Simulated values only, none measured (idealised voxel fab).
This is a process module. Its name is voxel self aligned contacts.
For reference, the cross-section in this document is cut, with width 300 nm and square cells of 5 nm.
Just so we're on the same page, the cross-sections are grids of square cells, and they're listed out in bands top to bottom, each band one or more rows deep.
What a band's entry tells you: where the top is and where the bottom is, as heights in nm, and after that what lies inside, material by material from left to right, each with its width in nm. Empty space is written as the word "air", and a single material marked with the word "full width" occupies the band from edge to edge.
Heights from 0 (as-received wafer is one material below). Bottom band endless downward, as "0 nm and below".
A width given as "30 to 40" starts at the first number in the band's top row and ends at the second number in its bottom row, shifting by an equal amount at every step from row to row.
No cell of the cross-section changed in a step that is given as "nothing altered".
"Closed voids list" enumerates empty spaces isolated from the top, with no open way to it, that contain at least 8 cells, giving each as width x height at distance from the left edge, all three in nm.
What comes after the settings on a step's line is commentary from the simulator itself on that step.
What "overlay nm" on a step's line means: if the step has a mask, that mask lay this far to the right of its planned place, or, when the value is negative, to the left.

## Process steps foreseen in the plan
1,op RECEIVE | material Si
2,op OXIDIZE | depth nm 5
3,op DIRECTIONAL_DEP | material polySi | thk nm 25
4,op DIRECTIONAL_DEP | material SiN | thk nm 25
5,op MASKED_ETCH | tone cover | mask id GATE | width nm 30 | pitch nm 75 | etch materials SiN | depth nm 25 | overlay nm 0
6,op MASKED_ETCH | tone cover | mask id GATE | width nm 30 | pitch nm 75 | etch materials polySi | depth nm 25 | overlay nm 0
7,op CONFORMAL_DEP | material SiN | thk nm 10
8,op DIRECTIONAL_ETCH | etch materials SiN | depth nm 10
9,op FILL_DEP | material SiO2 | thk nm 15
10,op CMP | height nm 55
11,op PATTERN | tone open | mask id CONTACT | material resist | width nm 55 | pitch nm 75 | thk nm 15 | overlay nm 0
12,op DIRECTIONAL_ETCH | etch materials SiO2 | depth nm 60
13,op STRIP | etch materials resist
14,op CONFORMAL_DEP | material TiN | thk nm 5
15,op FILL_DEP | material W | thk nm 5
16,op CMP | height nm 55
17,op CONFORMAL_DEP | material SiN | thk nm 5

## Wafer cross-section on receipt, i.e. after step 1
0 nm and below | Si full width
Closed voids list: none

## Below is the wafer in cross-section after the module was completed. It began from the starting point shown above and followed the plan shown above, except that one mistake was made while running it
60 nm to 55 nm | SiN full width
55 nm to 50 nm | SiO2=85 | TiN=20 | W=15 | TiN=20 | SiO2=20 | TiN=20 | W=15 | TiN=20 | SiO2=85
50 nm to 30 nm | SiO2=50 | SiN=10 | polySi=30 | SiN=10 | TiN=5 | W=15 | TiN=5 | SiN=10 | polySi=30 | SiN=10 | TiN=5 | W=15 | TiN=5 | SiN=10 | polySi=30 | SiN=10 | SiO2=50
30 nm to 25 nm | SiO2=50 | SiN=10 | polySi=30 | SiN=10 | TiN=25 | SiN=10 | polySi=30 | SiN=10 | TiN=25 | SiN=10 | polySi=30 | SiN=10 | SiO2=50
25 nm to 0 nm | SiN full width
0 nm to -5 nm | SiO2 full width
-5 nm and below | Si full width
Closed voids list: none
What was done differently from what was planned? so 3 and 4 got swapped relative to the plan, each ran where the other was supposed to
